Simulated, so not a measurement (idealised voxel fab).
Herein follows the process module entitled voxel fin reveal.
Square cell edge 5 nm, section width 260 nm, ID cut.
The cross-sections in this document take the form of a grid made of square cells. They are written out as bands, in order from top to bottom. Each band consists of one or more rows of cells. This entry defines a band. It first specifies the height of the band's top and the height of its bottom in nm, and then specifies the band's materials from left to right, stating each material with its width in nm. The word "everywhere" identifies a single material that fills the band from edge to edge, while the word "blank" identifies empty space. Ref level 0: as-received wafer is one material below here. Bottom band extends down with no lower bound ("0 -> down"). Per-row width for "30..40": begins at first number (top row of band), ends at second number (bottom row), increment between rows held constant. "same as before" for a step: no cell of the cross-section changed in that step. This entry, "Closed void listing", enumerates those empty regions of no fewer than 8 cells that possess no open connection to the top. Each region is reported in the form width x height at distance, the distance being taken from the left edge, with all three quantities expressed in nm. Post-settings text on a step line: simulator's own remark regarding the step. The "overlay nm" setting may appear on a step's line; for a step that uses a mask, it gives how far to the right of its planned position the mask lay, and a negative value indicates the left.
### Process steps foreseen in the plan
- 1: RECEIVE [material Si]
- 2: CONFORMAL_DEP [material SiN] [thk nm 5]
- 3: DIRECTIONAL_DEP [material aC] [thk nm 10]
- 4: PATTERN [tone cover] [mask id FINS] [material resist] [width nm 15] [pitch nm 35] [thk nm 25] [overlay nm -15]
- 5: DIRECTIONAL_ETCH [etch materials aC] [depth nm 10]
- 6: STRIP [etch materials resist]
- 7: DIRECTIONAL_ETCH [etch materials SiN] [depth nm 5]
- 8: DIRECTIONAL_ETCH [etch materials Si] [depth nm 35]
- 9: STRIP [etch materials aC]
- 10: FILL_DEP [material SiO2] [thk nm 5]
- 11: CMP [height nm 5]
- 12: SELECTIVE_ETCH [etch materials SiO2] [depth nm 25]
- 13: STRIP [etch materials SiN]
- 14: CONFORMAL_DEP [material HfO2] [thk nm 5]
For this document, wafers share an identical start and vary in the step 4 overlay nm; the plan quotes the first wafer's value.
### So this is the first of several wafers, cross-sectioned as it came to us, meaning it's at the end of step 1
0 -> down | Si everywhere
Closed void listing: none
### Cross-section of the first of several wafers, taken after step 14, where the module ends
5 -> 0 | 50 of blank / 25 of HfO2 / 10 of blank / 25 of HfO2 / 10 of blank / 25 of HfO2 / 10 of blank / 25 of HfO2 / 80 of blank
0 -> -15 | 50 of blank / 5 of HfO2 / 15 of Si / 5 of HfO2 / 10 of blank / 5 of HfO2 / 15 of Si / 5 of HfO2 / 10 of blank / 5 of HfO2 / 15 of Si / 5 of HfO2 / 10 of blank / 5 of HfO2 / 15 of Si / 5 of HfO2 / 80 of blank
-15 -> -20 | 55 of HfO2 / 15 of Si / 20 of HfO2 / 15 of Si / 20 of HfO2 / 15 of Si / 20 of HfO2 / 15 of Si / 85 of HfO2
-20 -> -35 | 55 of SiO2 / 15 of Si / 20 of SiO2 / 15 of Si / 20 of SiO2 / 15 of Si / 20 of SiO2 / 15 of Si / 85 of SiO2
-35 -> down | Si everywhere
Closed void listing: none
### Cross-section at module completion, last wafer
5 -> 0 | 80 of blank / 25 of HfO2 / 10 of blank / 25 of HfO2 / 10 of blank / 25 of HfO2 / 10 of blank / 25 of HfO2 / 50 of blank
0 -> -15 | 80 of blank / 5 of HfO2 / 15 of Si / 5 of HfO2 / 10 of blank / 5 of HfO2 / 15 of Si / 5 of HfO2 / 10 of blank / 5 of HfO2 / 15 of Si / 5 of HfO2 / 10 of blank / 5 of HfO2 / 15 of Si / 5 of HfO2 / 50 of blank
-15 -> -20 | 85 of HfO2 / 15 of Si / 20 of HfO2 / 15 of Si / 20 of HfO2 / 15 of Si / 20 of HfO2 / 15 of Si / 55 of HfO2
-20 -> -35 | 85 of SiO2 / 15 of Si / 20 of SiO2 / 15 of Si / 20 of SiO2 / 15 of Si / 20 of SiO2 / 15 of Si / 55 of SiO2
-35 -> down | Si everywhere
Closed void listing: none
### Rows = wafers. At module end, each row lists per material the cells gained (+) or lost (-) since the wafer was received, then the closed voids
overlay nm -15; +84 HfO2; -280 Si; +120 SiO2; Closed void listing: none
overlay nm -10; +84 HfO2; -280 Si; +120 SiO2; Closed void listing: none
overlay nm -5; +84 HfO2; -280 Si; +120 SiO2; Closed void listing: none
overlay nm 0; +84 HfO2; -280 Si; +120 SiO2; Closed void listing: none
overlay nm 5; +84 HfO2; -280 Si; +120 SiO2; Closed void listing: none
overlay nm 10; +84 HfO2; -280 Si; +120 SiO2; Closed void listing: none
overlay nm 15; +84 HfO2; -280 Si; +120 SiO2; Closed void listing: none
